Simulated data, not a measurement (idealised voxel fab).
Title: Process Module voxel wiring stack
This is section cut - it's 210 nm across, gridded in 5 nm square cells.
Format of a cross-section: grid, square cells. Given as bands. Order: top down. Band: one or more rows of cells. Basically the band line says how high the top is and how high the bottom is, in nm, and then what's in it from left to right, every material with its width in nm. Empty space shows up as "air", and if a single material carries "all across" it runs the full band edge to edge. Measure heights from 0. That's the level where, below it, the as-received wafer is all one material. The lowest band is bottomless and extends downward; write it as in "top 0, no bottom". The expression "30..40" gives the width at the extremes of the band, the first number at its top row of cells and the second at its bottom row, with the width changing by equal amounts from each row to the next in between. Where the words "no modifications" appear for a step, the cross-section shows no cell changed by that step; every cell remained as before. You'll see "Closed void entries" listing empty spaces that have no way open to the top, as long as they're 8 cells or more; the notation is width x height at distance, where the distance is from the left edge, and all of it is in nm. It should be noted that, on the line of a given step, the content following the step's settings is a remark produced by the simulator itself with respect to that step. The optional step-line setting "overlay nm" applies to steps with a mask and quantifies how far to the right of its planned location the mask lay, a negative value indicating leftward placement.

Process steps (planned):
- 1: RECEIVE: material Si
- 2: CONFORMAL_DEP: material SiO2, thk nm 15
- 3: CONFORMAL_DEP: material SiN, thk nm 5
- 4: DIRECTIONAL_DEP: material SiO2, thk nm 15
- 5: PATTERN: tone open, mask id METAL_1, material resist, width nm 25, pitch nm 50, thk nm 20, overlay nm 0
- 6: DIRECTIONAL_ETCH: etch materials SiO2, depth nm 15
- 7: DIRECTIONAL_ETCH: etch materials SiN, depth nm 5
- 8: STRIP: etch materials resist
- 9: CONFORMAL_DEP: material TiN, thk nm 5
- 10: FILL_DEP: material Cu, thk nm 5
- 11: CMP: height nm 35
- 12: CONFORMAL_DEP: material SiCN, thk nm 5
- 13: DIRECTIONAL_DEP: material lowk, thk nm 25
- 14: DIRECTIONAL_DEP: material aC, thk nm 10
- 15: PATTERN: tone open, mask id METAL_2_HOLES, material resist, width nm 15, pitch nm 50, thk nm 25, overlay nm 0
- 16: DIRECTIONAL_ETCH: etch materials aC, depth nm 10
- 17: STRIP: etch materials resist
- 18: DIRECTIONAL_ETCH: etch materials lowk, depth nm 25
- 19: STRIP: etch materials aC
- 20: PATTERN: tone open, mask id METAL_2, material resist, width nm 25, pitch nm 50, thk nm 20, overlay nm 0
- 21: DIRECTIONAL_ETCH: etch materials lowk, depth nm 15
- 22: DIRECTIONAL_ETCH: etch materials SiCN, depth nm 5
- 23: STRIP: etch materials resist
- 24: CONFORMAL_DEP: material TiN, thk nm 5
- 25: FILL_DEP: material Cu, thk nm 5
- 26: CMP: height nm 65
- 27: CONFORMAL_DEP: material SiCN, thk nm 5
- 28: DIRECTIONAL_DEP: material lowk, thk nm 30
- 29: MASKED_ETCH: tone open, mask id METAL_3, width nm 25, pitch nm 50, etch materials lowk, depth nm 15, overlay nm 0
- 30: DIRECTIONAL_DEP: material aC, thk nm 15
- 31: PATTERN: tone open, mask id METAL_3_HOLES, material resist, width nm 15, pitch nm 50, thk nm 30, overlay nm -15
- 32: DIRECTIONAL_ETCH: etch materials aC, depth nm 15
- 33: STRIP: etch materials resist
- 34: DIRECTIONAL_ETCH: etch materials lowk, depth nm 15
- 35: DIRECTIONAL_ETCH: etch materials SiCN, depth nm 5
- 36: STRIP: etch materials aC
- 37: CONFORMAL_DEP: material TiN, thk nm 5
- 38: FILL_DEP: material Cu, thk nm 10
- 39: CMP: height nm 100
- 40: CONFORMAL_DEP: material SiN, thk nm 5
Split variable: overlay nm, step 31. Plan value = first wafer. Wafers start alike.

As received, i.e. after step 1: cross-section through the first of several wafers:
* top 0, no bottom = Si all across
* Closed void entries: none

The rows of the table below are wafers. Looking at the end of the module, a row counts, for every material, the cells the wafer has gained, shown as (+), or lost, shown as (-), since it was received; its closed voids come next:
overlay nm -15; +60 Cu; +78 SiCN; +74 SiN; +222 SiO2; +76 TiN; +372 lowk; Closed void entries: none
overlay nm -10; +56 Cu; +76 SiCN; +74 SiN; +222 SiO2; +82 TiN; +372 lowk; Closed void entries: none
overlay nm -5; +52 Cu; +74 SiCN; +74 SiN; +222 SiO2; +88 TiN; +372 lowk; Closed void entries: none
overlay nm 0; +56 Cu; +72 SiCN; +74 SiN; +222 SiO2; +86 TiN; +372 lowk; Closed void entries: none
overlay nm 5; +56 Cu; +72 SiCN; +74 SiN; +222 SiO2; +86 TiN; +372 lowk; Closed void entries: none
overlay nm 10; +56 Cu; +72 SiCN; +74 SiN; +222 SiO2; +86 TiN; +372 lowk; Closed void entries: none
overlay nm 15; +52 Cu; +74 SiCN; +74 SiN; +222 SiO2; +88 TiN; +372 lowk; Closed void entries: none
